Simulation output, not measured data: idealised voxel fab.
Process module name: voxel ribs on slabs
Displayed cross-section: cut, width of 190 nm, square cells sized 5 nm.
The cross-sections in this document take the form of a grid made of square cells. They are written out as bands, in order from top to bottom. Each band consists of one or more rows of cells.
This entry defines a band. It first specifies the height of the band's top and the height of its bottom in nm, and then specifies the band's materials from left to right, stating each material with its width in nm. The word "all across" identifies a single material that fills the band from edge to edge, while the word "air" identifies empty space.
The level at which height equals 0 is the one under which the wafer, as it arrives, is entirely one material. No lower edge exists for the bottom band, which continues downward and is notated as in "top 0, no bottom".
With a width like "30 to 40", each row of cells in the band differs from the next by the same amount, the top row carrying the first number and the bottom row the second.
Any step labelled "identical to before" changed none of the cells in the cross-section.
Closed-off voids of 8+ cells (no open route to the top) go in "Unvented internal voids", written width x height at distance from the left edge, in nm.
Text after the settings on a step's line: the simulator's own remark on that step.
overlay nm: where the mask lay relative to plan, measured to the right, on steps with a mask; negatives go left.
plan:
| 1 | RECEIVE with material Si |
| 2 | DIRECTIONAL_DEP with material SiO2, thk nm 25 |
| 3 | DIRECTIONAL_DEP with material polySi, thk nm 15 |
| 4 | DIRECTIONAL_DEP with material aC, thk nm 15 |
| 5 | PATTERN with tone cover, mask id RIB, material resist, width nm 30, thk nm 30, overlay nm 0 |
| 6 | DIRECTIONAL_ETCH with etch materials aC, depth nm 15 |
| 7 | STRIP with etch materials resist |
| 8 | DIRECTIONAL_ETCH with etch materials polySi, depth nm 10 |
| 9 | STRIP with etch materials aC |
| 10 | DIRECTIONAL_DEP with material aC, thk nm 10 |
| 11 | PATTERN with tone cover, mask id SLAB, material resist, width nm 60, thk nm 25, overlay nm 0 |
| 12 | DIRECTIONAL_ETCH with etch materials aC, depth nm 10 |
| 13 | STRIP with etch materials resist |
| 14 | DIRECTIONAL_ETCH with etch materials polySi, depth nm 5 |
| 15 | STRIP with etch materials aC |
| 16 | FILL_DEP with material SiO2, thk nm 15 |
| 17 | CMP with height nm 50 |
| 18 | DIRECTIONAL_DEP with material TiN, thk nm 5 |
| 19 | DIRECTIONAL_DEP with material aC, thk nm 10 |
| 20 | PATTERN with tone cover, mask id HEATER, material resist, width nm 40, thk nm 30, overlay nm 0 |
| 21 | DIRECTIONAL_ETCH with etch materials aC, depth nm 10 |
| 22 | STRIP with etch materials resist |
| 23 | DIRECTIONAL_ETCH with etch materials TiN, depth nm 5 |
| 24 | STRIP with etch materials aC |
| 25 | CONFORMAL_DEP with material SiO2, thk nm 5 |
Cross-section of the wafer as it came to us, i.e., already through step 1:
    top 0, no bottom  Si all across
    Unvented internal voids: none
Below is the wafer in cross-section after the module was completed. It began from the starting point shown above and followed the plan shown above, except that one mistake was made while running it:
    top 60, bottom 55  air=70, SiO2=50, air=70
    top 55, bottom 50  SiO2=75, TiN=40, SiO2=75
    top 50, bottom 15  SiO2 all across
    top 15, bottom 0  polySi all across
    top 0, no bottom  Si all across
    Unvented internal voids: none
what went wrong: order of steps 2 and 3 inverted relative to the plan
